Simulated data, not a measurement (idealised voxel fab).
Documented hereafter: the process module known as voxel gate over fins.
cross-section cut | 255 nm wide | cells 5 nm
Heads up, the way a cross-section reads in here is a grid of square cells, handed over as bands from the top down, with every band being one or more rows of cells. Heads up on the band format: heights come first, top then bottom, in nm. After that it's the materials left to right, each with its width in nm. A single material flagged "full width" fills the whole band edge to edge, and "air" means there's empty space there. Beneath 0, the wafer as received is one material, and that level is where height counting begins. The lowest band goes on downward without a bottom; it is written like "0 -> down". When a width is written as two numbers, as in "30->40", the first number is the width in the top row of cells of the band and the second is the width in its bottom row, and the width changes by the same amount from each row to the next. "no change" after a step means that no cell of the cross-section changed. So "Closed cavity list" is basically the list of trapped voids: any empty space of 8 cells or more that can't reach the top through an opening. They're written width x height at distance, the distance being from the left edge, and it's all nm. Anything after a step's settings on that line? It's the simulator's own note about the step. If you see "overlay nm" on a step's line and that step has a mask, it's telling you how far right of where it was planned the mask ended up; a negative number means it went left instead.

Here's what the planned process steps look like:
1 RECEIVE (material Si)
2 CONFORMAL_DEP (material SiN; thk nm 5)
3 MASKED_ETCH (tone cover; mask id FINS; width nm 15; pitch nm 55; etch materials SiN; depth nm 5; overlay nm 0)
4 MASKED_ETCH (tone cover; mask id FINS; width nm 15; pitch nm 55; etch materials Si; depth nm 40; overlay nm 0)
5 FILL_DEP (material SiO2; thk nm 5)
6 CMP (height nm 5)
7 PATTERN (tone open; mask id RAIL; material resist; width nm 15; thk nm 20; overlay nm 0)
8 DIRECTIONAL_ETCH (etch materials SiO2; depth nm 40)
9 STRIP (etch materials resist)
10 CONFORMAL_DEP (material TiN; thk nm 5)
11 FILL_DEP (material Ru; thk nm 5)
12 CMP (height nm 5)
13 SELECTIVE_ETCH (etch materials W Ru TiN; depth nm 25)
14 FILL_DEP (material SiO2; thk nm 5)
15 CMP (height nm 5)
16 SELECTIVE_ETCH (etch materials SiO2; depth nm 15)
17 STRIP (etch materials SiN)
18 CONFORMAL_DEP (material HfO2; thk nm 5)
19 CONFORMAL_DEP (material TiN; thk nm 5)
20 CONFORMAL_DEP (material TiAl; thk nm 5)
21 CONFORMAL_DEP (material TiN; thk nm 5)
22 FILL_DEP (material W; thk nm 15)
23 CMP (height nm 30)
24 CONFORMAL_DEP (material SiN; thk nm 10)
Be aware that, although all wafers share a common starting state, the thk nm at step 20 differs among them, and the plan displays the first wafer's value.

As-received cross-section, first of several wafers, post step 1:
	0 -> down: Si full width
	Closed cavity list: none

Module end state after final step 24: cross-section of the first of several wafers:
	40 -> 30: SiN full width
	30 -> 20: W full width
	20 -> 15: 15 nm W, then 220 nm TiN, then 20 nm W
	15 -> 10: 15 nm W, then 5 nm TiN, then 45 nm TiAl, then 10 nm TiN, then 45 nm TiAl, then 10 nm TiN, then 45 nm TiAl, then 10 nm TiN, then 45 nm TiAl, then 5 nm TiN, then 20 nm W
	10 -> 5: 20 nm TiN, then 5 nm TiAl, then 35 nm TiN, then 5 nm TiAl, then 10 nm TiN, then 5 nm TiAl, then 35 nm TiN, then 5 nm TiAl, then 10 nm TiN, then 5 nm TiAl, then 35 nm TiN, then 5 nm TiAl, then 10 nm TiN, then 5 nm TiAl, then 35 nm TiN, then 5 nm TiAl, then 25 nm TiN
	5 -> 0: 25 nm TiAl, then 5 nm TiN, then 25 nm HfO2, then 5 nm TiN, then 20 nm TiAl, then 5 nm TiN, then 25 nm HfO2, then 5 nm TiN, then 20 nm TiAl, then 5 nm TiN, then 25 nm HfO2, then 5 nm TiN, then 20 nm TiAl, then 5 nm TiN, then 25 nm HfO2, then 5 nm TiN, then 30 nm TiAl
	0 -> -5: 30 nm TiN, then 5 nm HfO2, then 15 nm Si, then 5 nm HfO2, then 30 nm TiN, then 5 nm HfO2, then 15 nm Si, then 5 nm HfO2, then 30 nm TiN, then 5 nm HfO2, then 15 nm Si, then 5 nm HfO2, then 30 nm TiN, then 5 nm HfO2, then 15 nm Si, then 5 nm HfO2, then 35 nm TiN
	-5 -> -10: 35 nm HfO2, then 15 nm Si, then 40 nm HfO2, then 15 nm Si, then 40 nm HfO2, then 15 nm Si, then 40 nm HfO2, then 15 nm Si, then 40 nm HfO2
	-10 -> -20: 35 nm SiO2, then 15 nm Si, then 40 nm SiO2, then 15 nm Si, then 40 nm SiO2, then 15 nm Si, then 40 nm SiO2, then 15 nm Si, then 40 nm SiO2
	-20 -> -30: 35 nm SiO2, then 15 nm Si, then 10 nm SiO2, then 5 nm TiN, then 5 nm Ru, then 5 nm TiN, then 15 nm SiO2, then 15 nm Si, then 40 nm SiO2, then 15 nm Si, then 40 nm SiO2, then 15 nm Si, then 40 nm SiO2
	-30 -> -35: 35 nm SiO2, then 15 nm Si, then 10 nm SiO2, then 15 nm TiN, then 15 nm SiO2, then 15 nm Si, then 40 nm SiO2, then 15 nm Si, then 40 nm SiO2, then 15 nm Si, then 40 nm SiO2
	-35 -> -40: 35 nm SiO2, then 15 nm Si, then 40 nm SiO2, then 15 nm Si, then 40 nm SiO2, then 15 nm Si, then 40 nm SiO2, then 15 nm Si, then 40 nm SiO2
	-40 -> down: Si full width
	Closed cavity list: none

Cross-sectional view of the final wafer of several at the module's end:
	40 -> 30: SiN full width
	30 -> 25: 5 nm TiN, then 240 nm TiAl, then 5 nm TiN, then 5 nm W
	25 -> 20: 5 nm TiN, then 240 nm TiAl, then 10 nm TiN
	20 -> 10: TiAl full width
	10 -> 5: 25 nm TiAl, then 35 nm TiN, then 20 nm TiAl, then 35 nm TiN, then 20 nm TiAl, then 35 nm TiN, then 20 nm TiAl, then 35 nm TiN, then 30 nm TiAl
	5 -> 0: 25 nm TiAl, then 5 nm TiN, then 25 nm HfO2, then 5 nm TiN, then 20 nm TiAl, then 5 nm TiN, then 25 nm HfO2, then 5 nm TiN, then 20 nm TiAl, then 5 nm TiN, then 25 nm HfO2, then 5 nm TiN, then 20 nm TiAl, then 5 nm TiN, then 25 nm HfO2, then 5 nm TiN, then 30 nm TiAl
	0 -> -5: 30 nm TiN, then 5 nm HfO2, then 15 nm Si, then 5 nm HfO2, then 30 nm TiN, then 5 nm HfO2, then 15 nm Si, then 5 nm HfO2, then 30 nm TiN, then 5 nm HfO2, then 15 nm Si, then 5 nm HfO2, then 30 nm TiN, then 5 nm HfO2, then 15 nm Si, then 5 nm HfO2, then 35 nm TiN
	-5 -> -10: 35 nm HfO2, then 15 nm Si, then 40 nm HfO2, then 15 nm Si, then 40 nm HfO2, then 15 nm Si, then 40 nm HfO2, then 15 nm Si, then 40 nm HfO2
	-10 -> -20: 35 nm SiO2, then 15 nm Si, then 40 nm SiO2, then 15 nm Si, then 40 nm SiO2, then 15 nm Si, then 40 nm SiO2, then 15 nm Si, then 40 nm SiO2
	-20 -> -30: 35 nm SiO2, then 15 nm Si, then 10 nm SiO2, then 5 nm TiN, then 5 nm Ru, then 5 nm TiN, then 15 nm SiO2, then 15 nm Si, then 40 nm SiO2, then 15 nm Si, then 40 nm SiO2, then 15 nm Si, then 40 nm SiO2
	-30 -> -35: 35 nm SiO2, then 15 nm Si, then 10 nm SiO2, then 15 nm TiN, then 15 nm SiO2, then 15 nm Si, then 40 nm SiO2, then 15 nm Si, then 40 nm SiO2, then 15 nm Si, then 40 nm SiO2
	-35 -> -40: 35 nm SiO2, then 15 nm Si, then 40 nm SiO2, then 15 nm Si, then 40 nm SiO2, then 15 nm Si, then 40 nm SiO2, then 15 nm Si, then 40 nm SiO2
	-40 -> down: Si full width
	Closed cavity list: none

Rows = wafers. At module end, each row lists per material the cells gained (+) or lost (-) since the wafer was received, then the closed voids:
thk nm 5, +67 HfO2, +2 Ru, -312 Si, +102 SiN, +225 SiO2, +67 TiAl, +141 TiN, +116 W, Closed cavity list: none
thk nm 10, +67 HfO2, +2 Ru, -312 Si, +102 SiN, +225 SiO2, +134 TiAl, +129 TiN, +61 W, Closed cavity list: none
thk nm 15, +67 HfO2, +2 Ru, -312 Si, +102 SiN, +225 SiO2, +189 TiAl, +129 TiN, +6 W, Closed cavity list: none
thk nm 20, +67 HfO2, +2 Ru, -312 Si, +102 SiN, +225 SiO2, +244 TiAl, +79 TiN, +1 W, Closed cavity list: none
